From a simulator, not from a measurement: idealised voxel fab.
Process module name: voxel wiring stack
Cross-section cut spans 200 nm and uses square cells 5 nm in size.
How to read a cross-section here: the picture is a grid of square cells, written as bands going from the top down, and any band can span one or more rows of cells.
Band: top height; bottom height; in nm. Then, left to right: material with width in nm, for each material. "everywhere": a single material spanning edge to edge. "blank": empty space.
Below 0: as-received wafer, all one material; heights counted from there. Lowest band: no bottom, goes on down, written "0 nm and below".
Read "30 to 40" as a graded width: first number on top, second number at the bottom, same change between each pair of neighbouring rows.
Step note "all unchanged" = no cross-section cell changed.
For the entry "Closed void entries", the listed items are empty spaces with no open way to the top whose size is 8 cells or more; each item follows the pattern width x height at distance, where distance is from the left edge and all three are in nm.
Where a step's line continues beyond its settings, the continuation is a remark by the simulator itself on that step.
"overlay nm", when on a step's line for a step with a mask, measures how far to the right of its planned place the mask lay; a negative measure means to the left.
Below is the list of planned process steps:
- 1: op RECEIVE | material Si
- 2: op CONFORMAL_DEP | material SiO2 | thk nm 10
- 3: op DIRECTIONAL_DEP | material TiN | thk nm 5
- 4: op DIRECTIONAL_DEP | material Ru | thk nm 25
- 5: op PATTERN | tone cover | mask id METAL_1 | material resist | width nm 30 | pitch nm 45 | thk nm 20 | overlay nm 0
- 6: op DIRECTIONAL_ETCH | etch materials Ru | depth nm 25
- 7: op DIRECTIONAL_ETCH | etch materials TiN | depth nm 5
- 8: op STRIP | etch materials resist
- 9: op FILL_DEP | material SiO2 | thk nm 10
- 10: op CMP | height nm 40
- 11: op CONFORMAL_DEP | material SiCN | thk nm 5
- 12: op DIRECTIONAL_DEP | material lowk | thk nm 10
- 13: op PATTERN | tone open | mask id PLUG_1 | material resist | width nm 15 | pitch nm 45 | thk nm 15 | overlay nm 0
- 14: op DIRECTIONAL_ETCH | etch materials lowk | depth nm 10
- 15: op DIRECTIONAL_ETCH | etch materials SiCN | depth nm 5
- 16: op STRIP | etch materials resist
- 17: op CONFORMAL_DEP | material TiN | thk nm 5
- 18: op FILL_DEP | material Cu | thk nm 5
- 19: op CMP | height nm 55
- 20: op CONFORMAL_DEP | material SiCN | thk nm 5
- 21: op DIRECTIONAL_DEP | material lowk | thk nm 25
- 22: op PATTERN | tone open | mask id METAL_2 | material resist | width nm 30 | pitch nm 45 | thk nm 15 | overlay nm -15
- 23: op DIRECTIONAL_ETCH | etch materials lowk | depth nm 25
- 24: op DIRECTIONAL_ETCH | etch materials SiCN | depth nm 5
- 25: op STRIP | etch materials resist
- 26: op CONFORMAL_DEP | material TiN | thk nm 5
- 27: op FILL_DEP | material Ru | thk nm 10
- 28: op CMP | height nm 85
- 29: op EPI | material Ru | thk nm 5
- 30: op FILL_DEP | material SiCN | thk nm 5
The overlay nm used in step 22 is not the same on every wafer, whereas the starting condition is; the value printed in the plan is the first wafer's.
Step 1 complete: as-received cross-section of the first of several wafers:
* 0 nm and below | Si everywhere
* Closed void entries: none
End of module: cross-section of the first of several wafers after step 30, the last step:
* 95 nm to 90 nm | SiCN everywhere
* 90 nm to 85 nm | SiCN 20 / Ru 40 / SiCN 5 / Ru 40 / SiCN 5 / Ru 40 / SiCN 50
* 85 nm to 60 nm | lowk 25 / TiN 5 / Ru 20 / TiN 5 / lowk 15 / TiN 5 / Ru 20 / TiN 5 / lowk 15 / TiN 5 / Ru 20 / TiN 5 / lowk 55
* 60 nm to 55 nm | SiCN 25 / TiN 30 / SiCN 15 / TiN 30 / SiCN 15 / TiN 30 / SiCN 55
* 55 nm to 45 nm | lowk 40 / TiN 5 / Cu 5 / TiN 5 / lowk 30 / TiN 5 / Cu 5 / TiN 5 / lowk 30 / TiN 5 / Cu 5 / TiN 5 / lowk 55
* 45 nm to 40 nm | SiCN 40 / TiN 15 / SiCN 30 / TiN 15 / SiCN 30 / TiN 15 / SiCN 55
* 40 nm to 15 nm | SiO2 40 / Ru 30 / SiO2 15 / Ru 30 / SiO2 15 / Ru 30 / SiO2 40
* 15 nm to 10 nm | SiO2 40 / TiN 30 / SiO2 15 / TiN 30 / SiO2 15 / TiN 30 / SiO2 40
* 10 nm to 0 nm | SiO2 everywhere
* 0 nm and below | Si everywhere
* Closed void entries: none
Showing the last wafer in cross-section at the end of the module:
* 95 nm to 90 nm | SiCN everywhere
* 90 nm to 85 nm | SiCN 50 / Ru 40 / SiCN 5 / Ru 40 / SiCN 5 / Ru 40 / SiCN 20
* 85 nm to 60 nm | lowk 55 / TiN 5 / Ru 20 / TiN 5 / lowk 15 / TiN 5 / Ru 20 / TiN 5 / lowk 15 / TiN 5 / Ru 20 / TiN 5 / lowk 25
* 60 nm to 55 nm | SiCN 55 / TiN 30 / SiCN 15 / TiN 30 / SiCN 15 / TiN 30 / SiCN 25
* 55 nm to 45 nm | lowk 40 / TiN 5 / Cu 5 / TiN 5 / lowk 30 / TiN 5 / Cu 5 / TiN 5 / lowk 30 / TiN 5 / Cu 5 / TiN 5 / lowk 55
* 45 nm to 40 nm | SiCN 40 / TiN 15 / SiCN 30 / TiN 15 / SiCN 30 / TiN 15 / SiCN 55
* 40 nm to 15 nm | SiO2 40 / Ru 30 / SiO2 15 / Ru 30 / SiO2 15 / Ru 30 / SiO2 40
* 15 nm to 10 nm | SiO2 40 / TiN 30 / SiO2 15 / TiN 30 / SiO2 15 / TiN 30 / SiO2 40
* 10 nm to 0 nm | SiO2 everywhere
* 0 nm and below | Si everywhere
* Closed void entries: none
So in this table every wafer gets its own row, and what you see is where it stands at the end of the module: for each material, how many cells it picked up (+) or gave up (-) since we received it, and after that its closed voids:
overlay nm -15 | +6 Cu | +174 Ru | +109 SiCN | +212 SiO2 | +87 TiN | +172 lowk | Closed void entries: none
overlay nm -10 | +6 Cu | +174 Ru | +109 SiCN | +212 SiO2 | +87 TiN | +172 lowk | Closed void entries: none
overlay nm -5 | +6 Cu | +174 Ru | +109 SiCN | +212 SiO2 | +87 TiN | +172 lowk | Closed void entries: none
overlay nm 0 | +6 Cu | +174 Ru | +109 SiCN | +212 SiO2 | +87 TiN | +172 lowk | Closed void entries: none
overlay nm 5 | +6 Cu | +174 Ru | +109 SiCN | +212 SiO2 | +87 TiN | +172 lowk | Closed void entries: none
overlay nm 10 | +6 Cu | +174 Ru | +109 SiCN | +212 SiO2 | +87 TiN | +172 lowk | Closed void entries: none
overlay nm 15 | +6 Cu | +174 Ru | +109 SiCN | +212 SiO2 | +87 TiN | +172 lowk | Closed void entries: none
